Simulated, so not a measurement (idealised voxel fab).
process module | voxel spacer lines
cross-section cut | 235 nm wide | cells 5 nm
A cross-section is a grid of square cells, given in bands from the top down. A band is one or more rows of cells.
Each band's line starts with the height of the band's top and of its bottom, in nm. Then come its materials from left to right, each with its width in nm. One material with "throughout" fills the band from edge to edge. "air" is empty space.
Height 0 is the level under which the wafer as received is all one material. The lowest band goes on downwards, as in "0 down".
A width such as "30 to 40" changes by the same amount from each row of cells to the next, from the band's top row to its bottom row.
"no change" after a step means that no cell of the cross-section changed.
closed voids: empty space of 8 cells or more with no open way to the top, each as width x height at its distance from the left edge, in nm
after a step's settings: what the simulator itself notes on the step
overlay nm, on a step with a mask: how far to the right of its planned place the mask lay; to the left if negative
plan
1 op RECEIVE | material Si
2 op CONFORMAL_DEP | material SiO2 | thk nm 5
3 op DIRECTIONAL_DEP | material TiN | thk nm 20
4 op DIRECTIONAL_DEP | material aC | thk nm 20
5 op PATTERN | tone cover | mask id MANDREL | material resist | width nm 15 | pitch nm 60 | thk nm 25 | overlay nm 0
6 op DIRECTIONAL_ETCH | etch materials aC | depth nm 20
7 op STRIP | etch materials resist
8 op CONFORMAL_DEP | material SiN | thk nm 15
9 op DIRECTIONAL_ETCH | etch materials SiN | depth nm 15
10 op STRIP | etch materials aC
11 op DIRECTIONAL_ETCH | etch materials TiN | depth nm 20
12 op STRIP | etch materials SiN
13 op FILL_DEP | material SiO2 | thk nm 5
14 op CMP | height nm 25
first wafer, as planned
as received, after step 1
  0 down: Si throughout
  closed voids: none
after step 2
  5 to 0: SiO2 throughout
  below 0: unchanged
after step 3
  25 to 5: TiN throughout
  below 5: unchanged
after step 4
  45 to 25: aC throughout
  below 25: unchanged
after step 5
  70 to 45: air 80 | resist 15 | air 45 | resist 15 | air 80
  below 45: unchanged
after step 6
  50 to 45: air 80 | resist 15 | air 45 | resist 15 | air 80
  45 to 25: air 80 | aC 15 | air 45 | aC 15 | air 80
  below 25: unchanged
after step 7
  45 to 25: air 80 | aC 15 | air 45 | aC 15 | air 80
  below 25: unchanged
after step 8
  60 to 45: air 65 | SiN 45 | air 15 | SiN 45 | air 65
  45 to 40: air 65 | SiN 15 | aC 15 | SiN 15 | air 15 | SiN 15 | aC 15 | SiN 15 | air 65
  40 to 25: SiN 80 | aC 15 | SiN 45 | aC 15 | SiN 80
  below 25: unchanged
after step 9
  45 to 25: air 65 | SiN 15 | aC 15 | SiN 15 | air 15 | SiN 15 | aC 15 | SiN 15 | air 65
  below 25: unchanged
after step 10
  45 to 25: air 65 | SiN 15 | air 15 | SiN 15 | air 15 | SiN 15 | air 15 | SiN 15 | air 65
  below 25: unchanged
after step 11
  45 to 25: air 65 | SiN 15 | air 15 | SiN 15 | air 15 | SiN 15 | air 15 | SiN 15 | air 65
  25 to 5: air 65 | TiN 15 | air 15 | TiN 15 | air 15 | TiN 15 | air 15 | TiN 15 | air 65
  below 5: unchanged
after step 12
  25 to 5: air 65 | TiN 15 | air 15 | TiN 15 | air 15 | TiN 15 | air 15 | TiN 15 | air 65
  below 5: unchanged
after step 13
  30 to 25: SiO2 throughout
  25 to 5: SiO2 65 | TiN 15 | SiO2 15 | TiN 15 | SiO2 15 | TiN 15 | SiO2 15 | TiN 15 | SiO2 65
  below 5: unchanged
after step 14
  25 to 5: SiO2 65 | TiN 15 | SiO2 15 | TiN 15 | SiO2 15 | TiN 15 | SiO2 15 | TiN 15 | SiO2 65
  below 5: unchanged
second wafer: like start, like plan, one mistake. Through step 1 it matches the first wafer
when step 2 should have ended
  5 to 0: TiN throughout
  below 0: unchanged
when step 3 should have ended
  25 to 0: TiN throughout
  below 0: unchanged
when step 4 should have ended
  45 to 25: aC throughout
  below 25: unchanged
when step 5 should have ended
  70 to 45: air 80 | resist 15 | air 45 | resist 15 | air 80
  below 45: unchanged
when step 6 should have ended
  50 to 45: air 80 | resist 15 | air 45 | resist 15 | air 80
  45 to 25: air 80 | aC 15 | air 45 | aC 15 | air 80
  below 25: unchanged
when step 7 should have ended
  45 to 25: air 80 | aC 15 | air 45 | aC 15 | air 80
  below 25: unchanged
when step 8 should have ended
  60 to 45: air 65 | SiN 45 | air 15 | SiN 45 | air 65
  45 to 40: air 65 | SiN 15 | aC 15 | SiN 15 | air 15 | SiN 15 | aC 15 | SiN 15 | air 65
  40 to 25: SiN 80 | aC 15 | SiN 45 | aC 15 | SiN 80
  below 25: unchanged
when step 9 should have ended
  45 to 25: air 65 | SiN 15 | aC 15 | SiN 15 | air 15 | SiN 15 | aC 15 | SiN 15 | air 65
  below 25: unchanged
when step 10 should have ended
  45 to 25: air 65 | SiN 15 | air 15 | SiN 15 | air 15 | SiN 15 | air 15 | SiN 15 | air 65
  below 25: unchanged
when step 11 should have ended
  45 to 25: air 65 | SiN 15 | air 15 | SiN 15 | air 15 | SiN 15 | air 15 | SiN 15 | air 65
  25 to 5: air 65 | TiN 15 | air 15 | TiN 15 | air 15 | TiN 15 | air 15 | TiN 15 | air 65
  below 5: unchanged
when step 12 should have ended
  25 to 5: air 65 | TiN 15 | air 15 | TiN 15 | air 15 | TiN 15 | air 15 | TiN 15 | air 65
  below 5: unchanged
when step 13 should have ended
  30 to 25: SiO2 throughout
  25 to 5: SiO2 65 | TiN 15 | SiO2 15 | TiN 15 | SiO2 15 | TiN 15 | SiO2 15 | TiN 15 | SiO2 65
  below 5: unchanged
when step 14 should have ended
  25 to 5: SiO2 65 | TiN 15 | SiO2 15 | TiN 15 | SiO2 15 | TiN 15 | SiO2 15 | TiN 15 | SiO2 65
  below 5: unchanged
what went wrong: step 2 ran as: op CONFORMAL_DEP | material TiN | thk nm 5
at the end the second wafer has, in cells: 47 fewer of SiO2 | 47 more of TiN
